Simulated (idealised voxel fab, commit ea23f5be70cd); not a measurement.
Process module in this document: voxel gate over fins
We display cut, a cross-section 165 nm in width whose square cells are each 5 nm.
Cross-section = grid of square cells, listed top down in bands; band = one or more rows. It is stipulated that each band's entry specify, in nanometres, the height of the top of the band and then that of its bottom, followed by the materials of the band in left-to-right sequence, each together with its width in nanometres. A single material marked by the word "edge to edge" is understood to fill the band from edge to edge; the word "empty" is understood to denote empty space. For the purposes of this specification, 0 denotes the height below which the wafer in its as-received condition is composed wholly of one material, and the lowermost band, lacking a lower limit, extends downward without end, as expressed in "0 -> down". The width entry "30 to 40" should be interpreted row by row: the top row of cells in the band takes the first number, the bottom row takes the second number, and the change between adjacent rows is uniform throughout. Where the words "remained unchanged" appear for a step, the cross-section shows no cell changed by that step; every cell remained as before. The entry titled "Voids, enclosed" provides the empty spaces that have no open way to the top, restricted to those of 8 cells or more. Each is presented as width x height at distance, the distance being measured from the left edge, with all three in nm. On a step's line, text after the settings is the simulator commenting on that step. overlay nm: mask right of planned place by this much (step with mask). Neg. = left.
-- Intended process steps
- 1: RECEIVE (material Si)
- 2: CONFORMAL_DEP (material SiN; thk nm 5)
- 3: PATTERN (tone cover; mask id FINS; material resist; width nm 15; pitch nm 45; thk nm 20; overlay nm 0)
- 4: DIRECTIONAL_ETCH (etch materials SiN; depth nm 5)
- 5: DIRECTIONAL_ETCH (etch materials Si; depth nm 30)
- 6: STRIP (etch materials resist)
- 7: FILL_DEP (material SiO2; thk nm 15)
- 8: CMP (height nm 5)
- 9: SELECTIVE_ETCH (etch materials SiO2; depth nm 20)
- 10: STRIP (etch materials SiN)
- 11: CONFORMAL_DEP (material HfO2; thk nm 5)
- 12: CONFORMAL_DEP (material TiN; thk nm 5)
- 13: CONFORMAL_DEP (material TiAl; thk nm 5)
- 14: CONFORMAL_DEP (material TiN; thk nm 5)
- 15: FILL_DEP (material W; thk nm 10)
- 16: CMP (height nm 25)
- 17: CONFORMAL_DEP (material SiCN; thk nm 10)
-- Incoming wafer, cross-sectional view, post step 1
- 0 -> down: Si edge to edge
- Voids, enclosed: none
-- Wafer at module end, in section. Began as above, planned as above, run with one mistake
- 35 -> 25: SiCN edge to edge
- 25 -> 15: 20 W; 5 TiN; 110 TiAl; 5 TiN; 25 W
- 15 -> 10: 25 TiN; 110 TiAl; 30 TiN
- 10 -> 5: 40 TiAl; 35 TiN; 10 TiAl; 35 TiN; 45 TiAl
- 5 -> 0: 40 TiAl; 5 TiN; 25 HfO2; 5 TiN; 10 TiAl; 5 TiN; 25 HfO2; 5 TiN; 45 TiAl
- 0 -> -5: 40 TiAl; 5 TiN; 5 HfO2; 15 Si; 5 HfO2; 5 TiN; 10 TiAl; 5 TiN; 5 HfO2; 15 Si; 5 HfO2; 5 TiN; 45 TiAl
- -5 -> -10: 45 TiN; 5 HfO2; 15 Si; 5 HfO2; 20 TiN; 5 HfO2; 15 Si; 5 HfO2; 50 TiN
- -10 -> -15: 50 HfO2; 15 Si; 30 HfO2; 15 Si; 55 HfO2
- -15 -> -30: 50 SiO2; 15 Si; 30 SiO2; 15 Si; 55 SiO2
- -30 -> down: Si edge to edge
- Voids, enclosed: none
Which mistake was made when the wafer was run? step 13 was run on a setting that differed from the plan, and what really ran there is CONFORMAL_DEP (material TiAl; thk nm 15)
